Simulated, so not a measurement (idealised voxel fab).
process module | voxel released beams
cross-section cut | 295 nm wide | cells 5 nm
A cross-section is a grid of square cells, given in bands from the top down. A band is one or more rows of cells.
Each band's line starts with the height of the band's top and of its bottom, in nm. Then come its materials from left to right, each with its width in nm. One material with "throughout" fills the band from edge to edge. "air" is empty space.
Height 0 is the level under which the wafer as received is all one material. The lowest band goes on downwards, as in "0 down".
A width such as "30 to 40" changes by the same amount from each row of cells to the next, from the band's top row to its bottom row.
"no change" after a step means that no cell of the cross-section changed.
closed voids: empty space of 8 cells or more with no open way to the top, each as width x height at its distance from the left edge, in nm
after a step's settings: what the simulator itself notes on the step
overlay nm, on a step with a mask: how far to the right of its planned place the mask lay; to the left if negative
plan
1 op RECEIVE | material Si
2 op CONFORMAL_DEP | material Al2O3 | thk nm 5
3 op DIRECTIONAL_DEP | material SiO2 | thk nm 10
4 op MASKED_ETCH | tone open | mask id ANCHOR | width nm 35 | etch materials SiO2 | depth nm 10 | overlay nm 0
5 op CONFORMAL_DEP | material W | thk nm 10
6 op MASKED_ETCH | tone cover | mask id BEAM | width nm 105 | etch materials W | depth nm 10 | overlay nm 0
7 op STRIP | etch materials SiO2
as received, after step 1
  0 down: Si throughout
  closed voids: none
first wafer at the end, as planned
  25 to 15: air 90 | W 15 | air 15 | W 75 | air 100
  15 to 5: air 95 | W 35 | air 165
  5 to 0: Al2O3 throughout
  0 down: Si throughout
  closed voids: none
second wafer at the end: like start, like plan, one mistake
  25 to 15: air 95 | W 10 | air 15 | W 75 | air 100
  15 to 5: air 95 | W 35 | air 165
  5 to 0: Al2O3 throughout
  0 down: Si throughout
  closed voids: none
what went wrong: step 6 ran as: op MASKED_ETCH | tone cover | mask id BEAM | width nm 100 | etch materials W | depth nm 10 | overlay nm 0
at the end the second wafer has, in cells: 2 fewer of W
